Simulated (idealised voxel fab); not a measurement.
process module | voxel transistor to metal
cross-section cut | 145 nm wide | cells 5 nm
A cross-section is a grid of square cells, given in bands from the top down. A band is one or more rows of cells.
Each band's line starts with the height of the band's top and of its bottom, in nm. Then come its materials from left to right, each with its width in nm. One material with "throughout" fills the band from edge to edge. "air" is empty space.
Height 0 is the level under which the wafer as received is all one material. The lowest band goes on downwards, as in "0 down".
A width such as "30 to 40" changes by the same amount from each row of cells to the next, from the band's top row to its bottom row.
"no change" after a step means that no cell of the cross-section changed.
closed voids: empty space of 8 cells or more with no open way to the top, each as width x height at its distance from the left edge, in nm
after a step's settings: what the simulator itself notes on the step
overlay nm, on a step with a mask: how far to the right of its planned place the mask lay; to the left if negative
plan
1 op RECEIVE | material Si
2 op CONFORMAL_DEP | material SiO2 | thk nm 5
3 op CONFORMAL_DEP | material SiN | thk nm 10
4 op DIRECTIONAL_DEP | material aC | thk nm 10
5 op PATTERN | tone cover | mask id ACTIVE | material resist | width nm 105 | thk nm 25 | overlay nm 0
6 op DIRECTIONAL_ETCH | etch materials aC | depth nm 10
7 op STRIP | etch materials resist
8 op DIRECTIONAL_ETCH | etch materials SiN | depth nm 10
9 op DIRECTIONAL_ETCH | etch materials SiO2 | depth nm 5
10 op DIRECTIONAL_ETCH | etch materials Si | depth nm 25
11 op STRIP | etch materials aC
12 op FILL_DEP | material SiO2 | thk nm 15
13 op CMP | height nm 15
14 op SELECTIVE_ETCH | etch materials SiO2 | depth nm 5
15 op STRIP | etch materials SiN
16 op SELECTIVE_ETCH | etch materials SiO2 | depth nm 5
17 op OXIDIZE | depth nm 5
18 op DIRECTIONAL_DEP | material polySi | thk nm 30
19 op DIRECTIONAL_DEP | material SiCN | thk nm 10
20 op MASKED_ETCH | tone cover | mask id GATE | width nm 25 | etch materials SiCN | depth nm 20 | overlay nm 0
21 op MASKED_ETCH | tone cover | mask id GATE | width nm 25 | etch materials polySi | depth nm 40 | overlay nm 0
22 op CONFORMAL_DEP | material SiO2 | thk nm 5
23 op DIRECTIONAL_ETCH | etch materials SiO2 | depth nm 5
24 op CONFORMAL_DEP | material SiN | thk nm 10
25 op DIRECTIONAL_ETCH | etch materials SiN | depth nm 10
26 op DIRECTIONAL_ETCH | etch materials SiO2 | depth nm 5
27 op DIRECTIONAL_ETCH | etch materials Si | depth nm 5
28 op EPI | material nSi | thk nm 10
29 op FILL_DEP | material SiO2 | thk nm 10
30 op CMP | height nm 40
31 op DIRECTIONAL_DEP | material SiO2 | thk nm 15
32 op MASKED_ETCH | tone open | mask id CONTACT | width nm 15 | pitch nm 80 | etch materials SiO2 | depth nm 50 | overlay nm 0
33 op CONFORMAL_DEP | material TiN | thk nm 5
34 op FILL_DEP | material Ru | thk nm 10
35 op CMP | height nm 55
36 op CONFORMAL_DEP | material SiCN | thk nm 5
37 op DIRECTIONAL_DEP | material lowk | thk nm 25
38 op DIRECTIONAL_DEP | material aC | thk nm 15
39 op PATTERN | tone open | mask id METAL_1 | material resist | width nm 15 | pitch nm 80 | thk nm 30 | overlay nm 0
40 op DIRECTIONAL_ETCH | etch materials aC | depth nm 15
41 op STRIP | etch materials resist
42 op DIRECTIONAL_ETCH | etch materials lowk | depth nm 25
43 op DIRECTIONAL_ETCH | etch materials SiCN | depth nm 5
44 op STRIP | etch materials aC
45 op CONFORMAL_DEP | material TiN | thk nm 5
46 op FILL_DEP | material Cu | thk nm 10
47 op CMP | height nm 85
48 op CONFORMAL_DEP | material SiCN | thk nm 5
49 op DIRECTIONAL_DEP | material SiO2 | thk nm 25
50 op DIRECTIONAL_DEP | material aC | thk nm 10
51 op PATTERN | tone open | mask id METAL_2 | material resist | width nm 15 | pitch nm 80 | thk nm 30 | overlay nm 0
52 op DIRECTIONAL_ETCH | etch materials aC | depth nm 10
53 op STRIP | etch materials resist
54 op DIRECTIONAL_ETCH | etch materials SiO2 | depth nm 15
55 op STRIP | etch materials aC
56 op DIRECTIONAL_DEP | material aC | thk nm 15
57 op PATTERN | tone open | mask id METAL_2_HOLES | material resist | width nm 15 | pitch nm 80 | thk nm 30 | overlay nm 0
58 op DIRECTIONAL_ETCH | etch materials aC | depth nm 15
59 op STRIP | etch materials resist
60 op DIRECTIONAL_ETCH | etch materials SiO2 | depth nm 10
61 op DIRECTIONAL_ETCH | etch materials SiCN | depth nm 5
62 op STRIP | etch materials aC
63 op CONFORMAL_DEP | material TiN | thk nm 5
64 op FILL_DEP | material Cu | thk nm 10
65 op CMP | height nm 115
66 op CONFORMAL_DEP | material SiCN | thk nm 5
as received, after step 1
  0 down: Si throughout
  closed voids: none
first wafer at the end, as planned
  120 to 115: SiCN throughout
  115 to 90: SiO2 25 | TiN 5 | Cu 5 | TiN 5 | SiO2 65 | TiN 5 | Cu 5 | TiN 5 | SiO2 25
  90 to 85: SiCN 25 | TiN 15 | SiCN 65 | TiN 15 | SiCN 25
  85 to 60: lowk 25 | TiN 5 | Cu 5 | TiN 5 | lowk 65 | TiN 5 | Cu 5 | TiN 5 | lowk 25
  60 to 55: SiCN 25 | TiN 15 | SiCN 65 | TiN 15 | SiCN 25
  55 to 40: SiO2 25 | TiN 5 | Ru 5 | TiN 5 | SiO2 65 | TiN 5 | Ru 5 | TiN 5 | SiO2 25
  40 to 30: SiO2 25 | TiN 5 | Ru 5 | TiN 5 | SiO2 5 | SiN 10 | SiO2 5 | SiCN 25 | SiO2 5 | SiN 10 | SiO2 5 | TiN 5 | Ru 5 | TiN 5 | SiO2 25
  30 to 10: SiO2 25 | TiN 5 | Ru 5 | TiN 5 | SiO2 5 | SiN 10 | SiO2 5 | polySi 25 | SiO2 5 | SiN 10 | SiO2 5 | TiN 5 | Ru 5 | TiN 5 | SiO2 25
  10 to 5: SiO2 25 | TiN 15 | SiO2 5 | SiN 10 | SiO2 5 | polySi 25 | SiO2 5 | SiN 10 | SiO2 5 | TiN 15 | SiO2 25
  5 to 0: SiO2 20 | SiN 10 | nSi 15 | SiN 10 | SiO2 5 | polySi 25 | SiO2 5 | SiN 10 | nSi 15 | SiN 10 | SiO2 20
  0 to -5: SiO2 30 | nSi 15 | SiO2 55 | nSi 15 | SiO2 30
  -5 to -10: SiO2 20 | Si 10 | nSi 15 | Si 55 | nSi 15 | Si 10 | SiO2 20
  -10 to -25: SiO2 20 | Si 105 | SiO2 20
  -25 down: Si throughout
  closed voids: none
second wafer at the end: like start, like plan, one mistake
  120 to 115: SiCN throughout
  115 to 90: SiO2 25 | TiN 5 | Cu 5 | TiN 5 | SiO2 65 | TiN 5 | Cu 5 | TiN 5 | SiO2 25
  90 to 85: SiCN 25 | TiN 15 | SiCN 65 | TiN 15 | SiCN 25
  85 to 60: lowk 25 | TiN 5 | Cu 5 | TiN 5 | lowk 65 | TiN 5 | Cu 5 | TiN 5 | lowk 25
  60 to 55: SiCN 25 | TiN 15 | SiCN 65 | TiN 15 | SiCN 25
  55 to 40: SiO2 25 | TiN 5 | Ru 5 | TiN 5 | SiO2 65 | TiN 5 | Ru 5 | TiN 5 | SiO2 25
  40 to 20: SiO2 25 | TiN 5 | Ru 5 | TiN 5 | SiO2 5 | SiN 10 | SiO2 5 | polySi 25 | SiO2 5 | SiN 10 | SiO2 5 | TiN 5 | Ru 5 | TiN 5 | SiO2 25
  20 to 15: SiO2 25 | TiN 15 | SiO2 65 | TiN 15 | SiO2 25
  15 to 5: SiO2 20 | SiN 105 | SiO2 20
  5 to 0: SiO2 throughout
  0 to -25: SiO2 20 | Si 105 | SiO2 20
  -25 down: Si throughout
  closed voids: none
what went wrong: step 13 was left out
at the end the second wafer has, in cells: 4 fewer of Ru | 27 more of Si | 10 fewer of SiCN | 22 more of SiN | 1 more of SiO2 | 8 fewer of TiN | 18 fewer of nSi | 10 fewer of polySi
